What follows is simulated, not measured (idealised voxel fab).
voxel self aligned contacts: a process module
The cross-section on display is named cut; it measures 270 nm wide, and its cells are 5 nm squares.
Cross-sections here: square-cell grids, written as top-down lists of bands, a band being one or more rows of cells.
Basically the band line says how high the top is and how high the bottom is, in nm, and then what's in it from left to right, every material with its width in nm. Empty space shows up as "air", and if a single material carries "all across" it runs the full band edge to edge.
Ref level 0: as-received wafer is one material below here. Bottom band extends down with no lower bound ("0 and below").
Width spec "30..40" -> top row of cells at first value, bottom row at second value, equal per-row change in between.
The cross-section has no changed cell in any step marked "no change".
"Sealed-off cavities" lists enclosed empty spaces (at least 8 cells, no open path upward to the top), each as width x height at distance from the left edge, in nm.
Step line, after settings: the simulator's comment on this step.
overlay nm: right-of-plan distance of the mask on a masked step; negative values mean left-of-plan.
**plan**
1) RECEIVE with material Si
2) OXIDIZE with depth nm 5
3) DIRECTIONAL_DEP with material polySi, thk nm 25
4) DIRECTIONAL_DEP with material SiN, thk nm 25
5) DIRECTIONAL_DEP with material aC, thk nm 15
6) PATTERN with tone cover, mask id GATE, material resist, width nm 35, pitch nm 80, thk nm 30, overlay nm 0
7) DIRECTIONAL_ETCH with etch materials aC, depth nm 15
8) STRIP with etch materials resist
9) DIRECTIONAL_ETCH with etch materials SiN, depth nm 25
10) DIRECTIONAL_ETCH with etch materials polySi, depth nm 25
11) STRIP with etch materials aC
12) CONFORMAL_DEP with material SiN, thk nm 10
13) DIRECTIONAL_ETCH with etch materials SiN, depth nm 10
14) FILL_DEP with material SiO2, thk nm 15
15) CMP with height nm 60
16) DIRECTIONAL_DEP with material aC, thk nm 10
17) PATTERN with tone open, mask id CONTACT, material resist, width nm 65, thk nm 25, overlay nm 0
18) DIRECTIONAL_ETCH with etch materials aC, depth nm 10
19) STRIP with etch materials resist
20) DIRECTIONAL_ETCH with etch materials SiO2, depth nm 65
21) STRIP with etch materials aC
22) CONFORMAL_DEP with material TiN, thk nm 5
23) FILL_DEP with material Ru, thk nm 10
24) CMP with height nm 60
25) CONFORMAL_DEP with material SiN, thk nm 5
**Received-state cross-section, reflecting completion of step 1**
> 0 and below  Si all across
> Sealed-off cavities: none
**First of two wafers, end-of-module section, run followed plan**
> 65 down to 60  SiN all across
> 60 down to 50  SiO2 (100)  TiN (5..25)  Ru (55..15)  TiN (5..25)  SiO2 (105)
> 50 down to 25  SiO2 (65)  SiN (55)  TiN (5)  Ru (15)  TiN (5)  SiN (55)  SiO2 (70)
> 25 down to 0  SiO2 (65)  SiN (10)  polySi (35)  SiN (10)  TiN (5)  Ru (15)  TiN (5)  SiN (10)  polySi (35)  SiN (10)  SiO2 (70)
> 0 down to -5  SiO2 (120)  TiN (25)  SiO2 (125)
> -5 and below  Si all across
> Sealed-off cavities: none
**Cross-sectional image of the second wafer of the two following completion of the module. Starting state and process plan were the same as for the first wafer; one execution error occurred**
> 65 down to 60  SiN all across
> 60 down to 50  SiO2 (90)  TiN (5..35)  Ru (55..15)  TiN (5..15)  SiO2 (115)
> 50 down to 25  SiO2 (65)  SiN (55)  TiN (5)  Ru (15)  TiN (5)  SiN (55)  SiO2 (70)
> 25 down to 0  SiO2 (65)  SiN (10)  polySi (35)  SiN (10)  TiN (5)  Ru (15)  TiN (5)  SiN (10)  polySi (35)  SiN (10)  SiO2 (70)
> 0 down to -5  SiO2 (120)  TiN (25)  SiO2 (125)
> -5 and below  Si all across
> Sealed-off cavities: none
Against the plan, the run slipped here: heads up, step 17 didn't go per plan, it actually ran as PATTERN with tone open, mask id CONTACT, material resist, width nm 65, thk nm 25, overlay nm -10
At the close, every material occupies the same number of cells on the second wafer as on the first, only in different positions.
